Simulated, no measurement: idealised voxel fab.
The document below concerns the process module designated voxel self aligned contacts.
This is section cut - it's 290 nm across, gridded in 5 nm square cells.
For the purposes of this document, a cross-section shall be understood as a grid of square cells, specified as bands listed in top-to-bottom order, each band consisting of one or more rows of cells. Band entry format. Leading values: height of top, height of bottom, nm. Remainder: materials in left-to-right order, each with its width in nm. Special words: "throughout" on a single material, which then fills the band edge to edge; "empty", empty space. Height is counted from the level 0, under which the received wafer is composed throughout of one material. The lowest of the bands is not closed at the bottom but continues downward, in the notation "0..down". Think of "30 to 40" as a width that walks from the first number to the second as you go down the band, top row to bottom row, taking equal-sized steps from row to row. Take "no modifications" at face value: in the step it is given for, the cross-section changed in none of its cells. Basically, "Fully closed voids" tells you about the enclosed voids: empty spaces with no open way to the top, 8 cells or bigger, each written width x height at distance, where distance is from the left edge, all in nm. On a step's line, text after the settings is the simulator commenting on that step. overlay nm: mask offset rightward from planned place, masked step; negative means leftward offset.
List of planned process steps
step 1: RECEIVE,material Si
step 2: CONFORMAL_DEP,material SiO2,thk nm 5
step 3: DIRECTIONAL_DEP,material polySi,thk nm 20
step 4: DIRECTIONAL_DEP,material SiN,thk nm 25
step 5: DIRECTIONAL_DEP,material aC,thk nm 15
step 6: PATTERN,tone cover,mask id GATE,material resist,width nm 30,pitch nm 65,thk nm 35,overlay nm 0
step 7: DIRECTIONAL_ETCH,etch materials aC,depth nm 15
step 8: STRIP,etch materials resist
step 9: DIRECTIONAL_ETCH,etch materials SiN,depth nm 25
step 10: DIRECTIONAL_ETCH,etch materials polySi,depth nm 20
step 11: STRIP,etch materials aC
step 12: CONFORMAL_DEP,material SiN,thk nm 10
step 13: DIRECTIONAL_ETCH,etch materials SiN,depth nm 10
step 14: FILL_DEP,material SiO2,thk nm 15
step 15: CMP,height nm 60
step 16: DIRECTIONAL_DEP,material aC,thk nm 10
step 17: PATTERN,tone open,mask id CONTACT,material resist,width nm 35,pitch nm 65,thk nm 25,overlay nm 0
step 18: DIRECTIONAL_ETCH,etch materials aC,depth nm 10
step 19: STRIP,etch materials resist
step 20: DIRECTIONAL_ETCH,etch materials SiO2,depth nm 60
step 21: STRIP,etch materials aC
step 22: CONFORMAL_DEP,material TiN,thk nm 5
step 23: FILL_DEP,material Ru,thk nm 10
step 24: CMP,height nm 60
step 25: CONFORMAL_DEP,material SiN,thk nm 5
Wafers differ in width nm at step 17; plan lists the first wafer's value; identical starting state.
As-received cross-section, first of several wafers, post step 1
- 0..down = Si throughout
- Fully closed voids: none
End of module, by wafer: material-by-material cell gain (+) or loss (-) since receipt, then closed voids
width nm 35 | +30 Ru | +256 SiN | +338 SiO2 | +58 TiN | +72 polySi | Fully closed voids: none
width nm 40 | +32 Ru | +256 SiN | +334 SiO2 | +60 TiN | +72 polySi | Fully closed voids: none
width nm 45 | +34 Ru | +256 SiN | +330 SiO2 | +62 TiN | +72 polySi | Fully closed voids: none
width nm 50 | +36 Ru | +256 SiN | +326 SiO2 | +64 TiN | +72 polySi | Fully closed voids: none
